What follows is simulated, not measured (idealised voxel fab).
Documented hereafter: the process module known as voxel capacitor over wiring.
cross-section cut | 270 nm wide | cells 5 nm
Cross-sections here: square-cell grids, written as top-down lists of bands, a band being one or more rows of cells. Band: top and bottom heights (nm) first, top before bottom; then materials from left to right, widths in nm. "everywhere" marks a sole material filling the band edge to edge. "air" denotes empty space. Note: height 0 marks the level under which the wafer is uniformly one material as received. Lowest band unbounded below, written "0 nm and below". Top row gets the first number, bottom row gets the second, and each row in between changes by the same step: that is how a band width like "30->40" works. Basically "nothing different" means that step didn't change any cell in the cross-section. The entry "Enclosed internal cavities" lists the empty spaces that cover at least 8 cells and have no open path to the top. Each is written as width x height at distance, where the distance is measured from the left edge and all three values are in nm. The remark found on a step's line after its settings is issued by the simulator itself and pertains to that step. overlay nm: step with mask; distance mask lay right of planned place; negative value = left of planned place.

The planned process steps are enumerated hereunder
- 1: RECEIVE with material Si
- 2: CONFORMAL_DEP with material SiO2, thk nm 15
- 3: CONFORMAL_DEP with material SiCN, thk nm 5
- 4: DIRECTIONAL_DEP with material lowk, thk nm 15
- 5: PATTERN with tone open, mask id METAL_1, material resist, width nm 25, pitch nm 95, thk nm 15, overlay nm 0
- 6: DIRECTIONAL_ETCH with etch materials lowk, depth nm 15
- 7: DIRECTIONAL_ETCH with etch materials SiCN, depth nm 5
- 8: STRIP with etch materials resist
- 9: CONFORMAL_DEP with material TiN, thk nm 5
- 10: FILL_DEP with material W, thk nm 10
- 11: CMP with height nm 35
- 12: EPI with material Ru, thk nm 5
- 13: FILL_DEP with material SiCN, thk nm 5
- 14: DIRECTIONAL_DEP with material SiO2, thk nm 15
- 15: MASKED_ETCH with tone open, mask id PLUG_1, width nm 15, etch materials SiO2, depth nm 15, overlay nm 0
- 16: MASKED_ETCH with tone open, mask id PLUG_1, width nm 15, etch materials SiCN, depth nm 5, overlay nm 0
- 17: EPI with material Ru, thk nm 10
- 18: EPI with material Ru, thk nm 10
- 19: DIRECTIONAL_DEP with material TiN, thk nm 5
- 20: DIRECTIONAL_DEP with material SiN, thk nm 5
- 21: DIRECTIONAL_DEP with material TiN, thk nm 10
- 22: MASKED_ETCH with tone cover, mask id UPPER_PLATE, width nm 75, etch materials TiN, depth nm 10, overlay nm 0
- 23: MASKED_ETCH with tone cover, mask id UPPER_PLATE, width nm 75, etch materials SiN, depth nm 5, overlay nm 0
- 24: DIRECTIONAL_DEP with material aC, thk nm 10
- 25: PATTERN with tone cover, mask id LOWER_PLATE, material resist, width nm 85, thk nm 25, overlay nm 0
- 26: DIRECTIONAL_ETCH with etch materials aC, depth nm 10
- 27: STRIP with etch materials resist
- 28: DIRECTIONAL_ETCH with etch materials TiN, depth nm 5
- 29: STRIP with etch materials aC
- 30: FILL_DEP with material SiO2, thk nm 20
- 31: CMP with height nm 95
- 32: PATTERN with tone open, mask id PLUG_2, material resist, width nm 15, thk nm 20, overlay nm 0
- 33: DIRECTIONAL_ETCH with etch materials SiO2, depth nm 15
- 34: STRIP with etch materials resist
- 35: CONFORMAL_DEP with material TiN, thk nm 5
- 36: FILL_DEP with material W, thk nm 10
- 37: CMP with height nm 95
- 38: CONFORMAL_DEP with material SiCN, thk nm 5
Where the wafers of this document differ is in the width nm of step 15; they start out the same, and the plan states the value that applied to the first wafer.

The first of several wafers in cross-section, exactly as it reached us after step 1
* 0 nm and below = Si everywhere
* Enclosed internal cavities: none

The table below has one row for each wafer; a row shows, as of the end of the module, how many cells of each material the wafer has gained, marked (+), or lost, marked (-), since it was received, and then the wafer's closed voids
width nm 15 | +26 Ru | +189 SiCN | +15 SiN | +622 SiO2 | +76 TiN | +20 W | +132 lowk | Enclosed internal cavities: none
width nm 20 | +29 Ru | +189 SiCN | +15 SiN | +619 SiO2 | +76 TiN | +20 W | +132 lowk | Enclosed internal cavities: none
width nm 25 | +32 Ru | +189 SiCN | +15 SiN | +616 SiO2 | +76 TiN | +20 W | +132 lowk | Enclosed internal cavities: none
width nm 30 | +35 Ru | +189 SiCN | +15 SiN | +613 SiO2 | +76 TiN | +20 W | +132 lowk | Enclosed internal cavities: none
